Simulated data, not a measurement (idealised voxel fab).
You're looking at the process module voxel transistor to metal.
Shown is cross-section cut, with a width of 285 nm and square cells of size 5 nm.
The cross-sections in this document take the form of a grid made of square cells. They are written out as bands, in order from top to bottom. Each band consists of one or more rows of cells.
Top height, bottom height, nm. Materials left to right, width each, nm. Single material + "throughout" = fills band edge to edge. "blank" = empty.
Where do heights start? At 0: under that level the wafer as delivered is made of one material only. And the lowest band has no floor; it just carries on downward, as in "0..down".
A width given as "30 to 40" starts at the first number in the band's top row and ends at the second number in its bottom row, shifting by an equal amount at every step from row to row.
Any step labelled "all unchanged" changed none of the cells in the cross-section.
For the entry "Enclosed cavities", the listed items are empty spaces with no open way to the top whose size is 8 cells or more; each item follows the pattern width x height at distance, where distance is from the left edge and all three are in nm.
It should be noted that, on the line of a given step, the content following the step's settings is a remark produced by the simulator itself with respect to that step.
overlay nm: step with mask; distance mask lay right of planned place; negative value = left of planned place.

Below is the list of planned process steps:
1 RECEIVE | material Si
2 OXIDIZE | depth nm 5
3 CONFORMAL_DEP | material SiN | thk nm 15
4 MASKED_ETCH | tone cover | mask id ACTIVE | width nm 115 | pitch nm 140 | etch materials SiN | depth nm 15 | overlay nm 0
5 MASKED_ETCH | tone cover | mask id ACTIVE | width nm 115 | pitch nm 140 | etch materials SiO2 | depth nm 5 | overlay nm 0
6 MASKED_ETCH | tone cover | mask id ACTIVE | width nm 115 | pitch nm 140 | etch materials Si | depth nm 30 | overlay nm 0
7 OXIDIZE | depth nm 5
8 FILL_DEP | material SiO2 | thk nm 5
9 CMP | height nm 15
10 SELECTIVE_ETCH | etch materials SiO2 | depth nm 5
11 STRIP | etch materials SiN
12 SELECTIVE_ETCH | etch materials SiO2 | depth nm 5
13 OXIDIZE | depth nm 5
14 DIRECTIONAL_DEP | material polySi | thk nm 20
15 DIRECTIONAL_DEP | material SiCN | thk nm 10
16 DIRECTIONAL_DEP | material aC | thk nm 15
17 PATTERN | tone cover | mask id GATE | material resist | width nm 25 | pitch nm 140 | thk nm 30 | overlay nm 0
18 DIRECTIONAL_ETCH | etch materials aC | depth nm 15
19 STRIP | etch materials resist
20 DIRECTIONAL_ETCH | etch materials SiCN | depth nm 20
21 DIRECTIONAL_ETCH | etch materials polySi | depth nm 30
22 STRIP | etch materials aC
23 CONFORMAL_DEP | material SiN | thk nm 10
24 DIRECTIONAL_ETCH | etch materials SiN | depth nm 10
25 DIRECTIONAL_ETCH | etch materials SiO2 | depth nm 5
26 DIRECTIONAL_ETCH | etch materials Si | depth nm 15
27 EPI | material SiGe | thk nm 15
28 FILL_DEP | material SiO2 | thk nm 5
29 CMP | height nm 15
30 STRIP | etch materials polySi
31 SELECTIVE_ETCH | etch materials SiO2 | depth nm 5
32 CONFORMAL_DEP | material HfO2 | thk nm 5
33 CONFORMAL_DEP | material TiN | thk nm 5
34 FILL_DEP | material W | thk nm 5
35 CMP | height nm 10
36 DIRECTIONAL_DEP | material SiO2 | thk nm 15
37 MASKED_ETCH | tone open | mask id CONTACT | width nm 20 | etch materials SiO2 | depth nm 35 | overlay nm 0
38 CONFORMAL_DEP | material TiN | thk nm 5
39 FILL_DEP | material Ru | thk nm 5
40 CMP | height nm 25
41 CONFORMAL_DEP | material SiCN | thk nm 5
42 DIRECTIONAL_DEP | material SiO2 | thk nm 25
43 DIRECTIONAL_DEP | material aC | thk nm 10
44 PATTERN | tone open | mask id METAL_1 | material resist | width nm 20 | thk nm 30 | overlay nm 0
45 DIRECTIONAL_ETCH | etch materials aC | depth nm 10
46 STRIP | etch materials resist
47 DIRECTIONAL_ETCH | etch materials SiO2 | depth nm 25
48 DIRECTIONAL_ETCH | etch materials SiCN | depth nm 5
49 STRIP | etch materials aC
50 CONFORMAL_DEP | material TiN | thk nm 5
51 FILL_DEP | material W | thk nm 5
52 CMP | height nm 55
53 CONFORMAL_DEP | material SiCN | thk nm 5
54 DIRECTIONAL_DEP | material SiO2 | thk nm 25
55 MASKED_ETCH | tone open | mask id METAL_2_HOLES | width nm 15 | pitch nm 140 | etch materials SiO2 | depth nm 25 | overlay nm 0
56 DIRECTIONAL_DEP | material aC | thk nm 10
57 PATTERN | tone open | mask id METAL_2 | material resist | width nm 20 | pitch nm 140 | thk nm 25 | overlay nm 0
58 DIRECTIONAL_ETCH | etch materials aC | depth nm 10
59 STRIP | etch materials resist
60 DIRECTIONAL_ETCH | etch materials SiO2 | depth nm 15
61 DIRECTIONAL_ETCH | etch materials SiCN | depth nm 5
62 STRIP | etch materials aC
63 CONFORMAL_DEP | material TiN | thk nm 5
64 FILL_DEP | material Cu | thk nm 5
65 CMP | height nm 85
66 CONFORMAL_DEP | material SiCN | thk nm 5

So this is the incoming wafer in cross-section - it's already been through step 1:
> 0..down | Si throughout
> Enclosed cavities: none

End-of-module XS, first of two wafers, run as planned:
> 90..85 | SiCN throughout
> 85..75 | SiO2 20 nm | TiN 5 nm | Cu 10 nm | TiN 5 nm | SiO2 120 nm | TiN 5 nm | Cu 10 nm | TiN 5 nm | SiO2 105 nm
> 75..70 | SiO2 20 nm | TiN 5 nm | Cu 5 nm | TiN 10 nm | SiO2 120 nm | TiN 5 nm | Cu 5 nm | TiN 10 nm | SiO2 105 nm
> 70..60 | SiO2 20 nm | TiN 5 nm | Cu 5 nm | TiN 5 nm | SiO2 125 nm | TiN 5 nm | Cu 5 nm | TiN 5 nm | SiO2 110 nm
> 60..55 | SiCN 20 nm | TiN 15 nm | SiCN 125 nm | TiN 15 nm | SiCN 110 nm
> 55..30 | SiO2 20 nm | TiN 5 nm | W 10 nm | TiN 5 nm | SiO2 65 nm | TiN 5 nm | W 10 nm | TiN 5 nm | SiO2 35 nm | TiN 5 nm | W 10 nm | TiN 5 nm | SiO2 65 nm | TiN 5 nm | W 10 nm | TiN 5 nm | SiO2 20 nm
> 30..25 | SiCN 20 nm | TiN 20 nm | SiCN 65 nm | TiN 20 nm | SiCN 35 nm | TiN 20 nm | SiCN 65 nm | TiN 20 nm | SiCN 20 nm
> 25..10 | SiO2 20 nm | TiN 5 nm | Ru 10 nm | TiN 5 nm | SiO2 65 nm | TiN 5 nm | Ru 10 nm | TiN 5 nm | SiO2 35 nm | TiN 5 nm | Ru 10 nm | TiN 5 nm | SiO2 65 nm | TiN 5 nm | Ru 10 nm | TiN 5 nm | SiO2 20 nm
> 10..5 | SiO2 20 nm | TiN 5 nm | Ru 5 nm | TiN 10 nm | SiO2 10 nm | SiN 10 nm | HfO2 5 nm | TiN 5 nm | W 5 nm | TiN 5 nm | HfO2 5 nm | SiN 10 nm | SiO2 10 nm | TiN 10 nm | Ru 5 nm | TiN 5 nm | SiO2 35 nm | TiN 5 nm | Ru 5 nm | TiN 10 nm | SiO2 10 nm | SiN 10 nm | HfO2 5 nm | TiN 5 nm | W 5 nm | TiN 5 nm | HfO2 5 nm | SiN 10 nm | SiO2 10 nm | TiN 10 nm | Ru 5 nm | TiN 5 nm | SiO2 20 nm
> 5..0 | SiO2 10 nm | SiN 10 nm | TiN 5 nm | Ru 5 nm | TiN 5 nm | SiGe 15 nm | SiN 10 nm | HfO2 5 nm | TiN 5 nm | W 5 nm | TiN 5 nm | HfO2 5 nm | SiN 10 nm | SiGe 15 nm | TiN 5 nm | Ru 5 nm | TiN 5 nm | SiN 10 nm | SiO2 15 nm | SiN 10 nm | TiN 5 nm | Ru 5 nm | TiN 5 nm | SiGe 15 nm | SiN 10 nm | HfO2 5 nm | TiN 5 nm | W 5 nm | TiN 5 nm | HfO2 5 nm | SiN 10 nm | SiGe 15 nm | TiN 5 nm | Ru 5 nm | TiN 5 nm | SiN 10 nm | SiO2 10 nm
> 0..-5 | SiO2 10 nm | SiN 10 nm | TiN 5 nm | Ru 5 nm | TiN 5 nm | SiGe 15 nm | SiN 10 nm | HfO2 5 nm | TiN 15 nm | HfO2 5 nm | SiN 10 nm | SiGe 15 nm | TiN 5 nm | Ru 5 nm | TiN 5 nm | SiN 10 nm | SiO2 15 nm | SiN 10 nm | TiN 5 nm | Ru 5 nm | TiN 5 nm | SiGe 15 nm | SiN 10 nm | HfO2 5 nm | TiN 15 nm | HfO2 5 nm | SiN 10 nm | SiGe 15 nm | TiN 5 nm | Ru 5 nm | TiN 5 nm | SiN 10 nm | SiO2 10 nm
> -5..-10 | SiO2 20 nm | TiN 15 nm | SiGe 15 nm | SiO2 5 nm | HfO2 35 nm | SiO2 5 nm | SiGe 15 nm | TiN 15 nm | SiO2 35 nm | TiN 15 nm | SiGe 15 nm | SiO2 5 nm | HfO2 35 nm | SiO2 5 nm | SiGe 15 nm | TiN 15 nm | SiO2 20 nm
> -10..-25 | SiO2 20 nm | SiGe 30 nm | Si 45 nm | SiGe 30 nm | SiO2 35 nm | SiGe 30 nm | Si 45 nm | SiGe 30 nm | SiO2 20 nm
> -25..-40 | SiO2 20 nm | Si 105 nm | SiO2 35 nm | Si 105 nm | SiO2 20 nm
> -40..down | Si throughout
> Enclosed cavities: none

Now the second wafer, cross-sectioned at the end of the module. Nothing different at the start, nothing different in the plan compared with the first, just one mistake when it was actually run:
> 90..85 | SiCN throughout
> 85..80 | SiCN 20 nm | TiN 20 nm | SiCN 120 nm | TiN 20 nm | SiCN 105 nm
> 80..55 | SiO2 throughout
> 55..30 | SiO2 20 nm | TiN 5 nm | W 10 nm | TiN 5 nm | SiO2 65 nm | TiN 5 nm | W 10 nm | TiN 5 nm | SiO2 35 nm | TiN 5 nm | W 10 nm | TiN 5 nm | SiO2 65 nm | TiN 5 nm | W 10 nm | TiN 5 nm | SiO2 20 nm
> 30..25 | SiCN 20 nm | TiN 20 nm | SiCN 65 nm | TiN 20 nm | SiCN 35 nm | TiN 20 nm | SiCN 65 nm | TiN 20 nm | SiCN 20 nm
> 25..10 | SiO2 20 nm | TiN 5 nm | Ru 10 nm | TiN 5 nm | SiO2 65 nm | TiN 5 nm | Ru 10 nm | TiN 5 nm | SiO2 35 nm | TiN 5 nm | Ru 10 nm | TiN 5 nm | SiO2 65 nm | TiN 5 nm | Ru 10 nm | TiN 5 nm | SiO2 20 nm
> 10..5 | SiO2 20 nm | TiN 5 nm | Ru 5 nm | TiN 10 nm | SiO2 10 nm | SiN 10 nm | HfO2 5 nm | TiN 5 nm | W 5 nm | TiN 5 nm | HfO2 5 nm | SiN 10 nm | SiO2 10 nm | TiN 10 nm | Ru 5 nm | TiN 5 nm | SiO2 35 nm | TiN 5 nm | Ru 5 nm | TiN 10 nm | SiO2 10 nm | SiN 10 nm | HfO2 5 nm | TiN 5 nm | W 5 nm | TiN 5 nm | HfO2 5 nm | SiN 10 nm | SiO2 10 nm | TiN 10 nm | Ru 5 nm | TiN 5 nm | SiO2 20 nm
> 5..0 | SiO2 10 nm | SiN 10 nm | TiN 5 nm | Ru 5 nm | TiN 5 nm | SiGe 15 nm | SiN 10 nm | HfO2 5 nm | TiN 5 nm | W 5 nm | TiN 5 nm | HfO2 5 nm | SiN 10 nm | SiGe 15 nm | TiN 5 nm | Ru 5 nm | TiN 5 nm | SiN 10 nm | SiO2 15 nm | SiN 10 nm | TiN 5 nm | Ru 5 nm | TiN 5 nm | SiGe 15 nm | SiN 10 nm | HfO2 5 nm | TiN 5 nm | W 5 nm | TiN 5 nm | HfO2 5 nm | SiN 10 nm | SiGe 15 nm | TiN 5 nm | Ru 5 nm | TiN 5 nm | SiN 10 nm | SiO2 10 nm
> 0..-5 | SiO2 10 nm | SiN 10 nm | TiN 5 nm | Ru 5 nm | TiN 5 nm | SiGe 15 nm | SiN 10 nm | HfO2 5 nm | TiN 15 nm | HfO2 5 nm | SiN 10 nm | SiGe 15 nm | TiN 5 nm | Ru 5 nm | TiN 5 nm | SiN 10 nm | SiO2 15 nm | SiN 10 nm | TiN 5 nm | Ru 5 nm | TiN 5 nm | SiGe 15 nm | SiN 10 nm | HfO2 5 nm | TiN 15 nm | HfO2 5 nm | SiN 10 nm | SiGe 15 nm | TiN 5 nm | Ru 5 nm | TiN 5 nm | SiN 10 nm | SiO2 10 nm
> -5..-10 | SiO2 20 nm | TiN 15 nm | SiGe 15 nm | SiO2 5 nm | HfO2 35 nm | SiO2 5 nm | SiGe 15 nm | TiN 15 nm | SiO2 35 nm | TiN 15 nm | SiGe 15 nm | SiO2 5 nm | HfO2 35 nm | SiO2 5 nm | SiGe 15 nm | TiN 15 nm | SiO2 20 nm
> -10..-25 | SiO2 20 nm | SiGe 30 nm | Si 45 nm | SiGe 30 nm | SiO2 35 nm | SiGe 30 nm | Si 45 nm | SiGe 30 nm | SiO2 20 nm
> -25..-40 | SiO2 20 nm | Si 105 nm | SiO2 35 nm | Si 105 nm | SiO2 20 nm
> -40..down | Si throughout
> Enclosed cavities: none
Which mistake was made when the wafer was run? note: step 53 <-> step 54, run order reversed vs plan
Heads up, by the end the second wafer has more or fewer cells of some materials compared to the first: -14 Cu | -2 SiCN | +36 SiO2 | -20 TiN
